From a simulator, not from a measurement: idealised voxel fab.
This section sets out a process module, namely voxel transistor to metal.
Xsec cut, 190 nm wide, square cell size 5 nm.
A cross-section in this document is a grid of square cells, and it is written down as bands, the top band listed before the ones below it; a band is made up of one or more rows of cells.
Band: top and bottom heights (nm) first, top before bottom; then materials from left to right, widths in nm. "everywhere" marks a sole material filling the band edge to edge. "air" denotes empty space.
Heights are reckoned from 0. Under this level, the received wafer is all of one material. The bottommost band is open-ended downward, for example "top 0, no bottom".
The two numbers in a width such as "30->40" mark its ends across the band: the first belongs to the top row of cells, the second to the bottom row, and from each row to the next the width moves by the same amount.
"no change occurred" for a step: no cell of the cross-section changed in that step.
Sealed void list: empty space of 8 cells or more with no open way to the top, each as width x height at its distance from the left edge, in nm
Formally, on a step line, whatever follows the settings is a remark that the simulator itself makes on the step.
overlay nm: how far to the right of its planned place the mask lay on this masked step (negative: to the left).
[Listed below are the process steps as planned]
| 1 | RECEIVE [material Si] |
| 2 | CONFORMAL_DEP [material SiO2] [thk nm 5] |
| 3 | CONFORMAL_DEP [material SiN] [thk nm 10] |
| 4 | DIRECTIONAL_DEP [material aC] [thk nm 10] |
| 5 | PATTERN [tone cover] [mask id ACTIVE] [material resist] [width nm 115] [thk nm 25] [overlay nm 0] |
| 6 | DIRECTIONAL_ETCH [etch materials aC] [depth nm 10] |
| 7 | STRIP [etch materials resist] |
| 8 | DIRECTIONAL_ETCH [etch materials SiN] [depth nm 10] |
| 9 | DIRECTIONAL_ETCH [etch materials SiO2] [depth nm 5] |
| 10 | DIRECTIONAL_ETCH [etch materials Si] [depth nm 35] |
| 11 | STRIP [etch materials aC] |
| 12 | FILL_DEP [material SiO2] [thk nm 5] |
| 13 | CMP [height nm 15] |
| 14 | SELECTIVE_ETCH [etch materials SiO2] [depth nm 10] |
| 15 | STRIP [etch materials SiN] |
| 16 | SELECTIVE_ETCH [etch materials SiO2] [depth nm 5] |
| 17 | OXIDIZE [depth nm 5] |
| 18 | DIRECTIONAL_DEP [material polySi] [thk nm 25] |
| 19 | DIRECTIONAL_DEP [material SiCN] [thk nm 10] |
| 20 | MASKED_ETCH [tone cover] [mask id GATE] [width nm 25] [etch materials SiCN] [depth nm 20] [overlay nm 0] |
| 21 | MASKED_ETCH [tone cover] [mask id GATE] [width nm 25] [etch materials polySi] [depth nm 35] [overlay nm 0] |
| 22 | CONFORMAL_DEP [material SiN] [thk nm 10] |
| 23 | DIRECTIONAL_ETCH [etch materials SiN] [depth nm 10] |
| 24 | DIRECTIONAL_ETCH [etch materials SiO2] [depth nm 5] |
| 25 | EPI [material nSi] [thk nm 5] |
| 26 | FILL_DEP [material SiO2] [thk nm 10] |
| 27 | CMP [height nm 25] |
| 28 | STRIP [etch materials polySi] |
| 29 | SELECTIVE_ETCH [etch materials SiO2] [depth nm 5] |
| 30 | CONFORMAL_DEP [material HfO2] [thk nm 5] |
| 31 | CONFORMAL_DEP [material TiN] [thk nm 5] |
| 32 | FILL_DEP [material W] [thk nm 5] |
| 33 | CMP [height nm 20] |
| 34 | DIRECTIONAL_DEP [material SiO2] [thk nm 10] |
| 35 | PATTERN [tone open] [mask id CONTACT] [material resist] [width nm 20] [pitch nm 75] [thk nm 20] [overlay nm 0] |
| 36 | DIRECTIONAL_ETCH [etch materials SiO2] [depth nm 30] |
| 37 | STRIP [etch materials resist] |
| 38 | CONFORMAL_DEP [material TiN] [thk nm 5] |
| 39 | FILL_DEP [material W] [thk nm 10] |
| 40 | CMP [height nm 30] |
| 41 | DIRECTIONAL_DEP [material TiN] [thk nm 5] |
| 42 | DIRECTIONAL_DEP [material Ru] [thk nm 15] |
| 43 | PATTERN [tone cover] [mask id METAL_1] [material resist] [width nm 20] [pitch nm 75] [thk nm 15] [overlay nm 0] |
| 44 | DIRECTIONAL_ETCH [etch materials Ru] [depth nm 15] |
| 45 | DIRECTIONAL_ETCH [etch materials TiN] [depth nm 5] |
| 46 | STRIP [etch materials resist] |
| 47 | CONFORMAL_DEP [material SiN] [thk nm 5] |
| 48 | FILL_DEP [material lowk] [thk nm 5] |
| 49 | CMP [height nm 50] |
| 50 | CONFORMAL_DEP [material SiN] [thk nm 5] |
[As-received wafer cross-section (after step 1)]
- top 0, no bottom: Si everywhere
- Sealed void list: none
[This is how the wafer looks in cross-section once the module is done, given the starting state and plan above and one mistake in carrying the plan out]
- top 55, bottom 50: SiN everywhere
- top 50, bottom 35: 40 lowk, 5 SiN, 20 Ru, 5 SiN, 45 lowk, 5 SiN, 20 Ru, 5 SiN, 45 lowk
- top 35, bottom 30: 45 SiN, 20 TiN, 55 SiN, 20 TiN, 50 SiN
- top 30, bottom 25: 45 SiO2, 5 TiN, 10 W, 5 TiN, 55 SiO2, 5 TiN, 10 W, 5 TiN, 50 SiO2
- top 25, bottom 20: 45 SiO2, 20 TiN, 55 SiO2, 20 TiN, 50 SiO2
- top 20, bottom 15: 70 HfO2, 10 SiN, 5 HfO2, 5 TiN, 5 W, 5 TiN, 5 HfO2, 10 SiN, 75 HfO2
- top 15, bottom 5: 70 SiO2, 10 SiN, 5 HfO2, 5 TiN, 5 W, 5 TiN, 5 HfO2, 10 SiN, 75 SiO2
- top 5, bottom 0: 70 SiO2, 10 SiN, 5 HfO2, 15 TiN, 5 HfO2, 10 SiN, 75 SiO2
- top 0, bottom -5: 30 SiO2, 40 nSi, 5 SiO2, 35 HfO2, 5 SiO2, 40 nSi, 35 SiO2
- top -5, bottom -35: 35 SiO2, 115 Si, 40 SiO2
- top -35, no bottom: Si everywhere
- Sealed void list: none
What went wrong in running the wafer? off-plan run, step 27, actual operation and settings CMP [height nm 20]
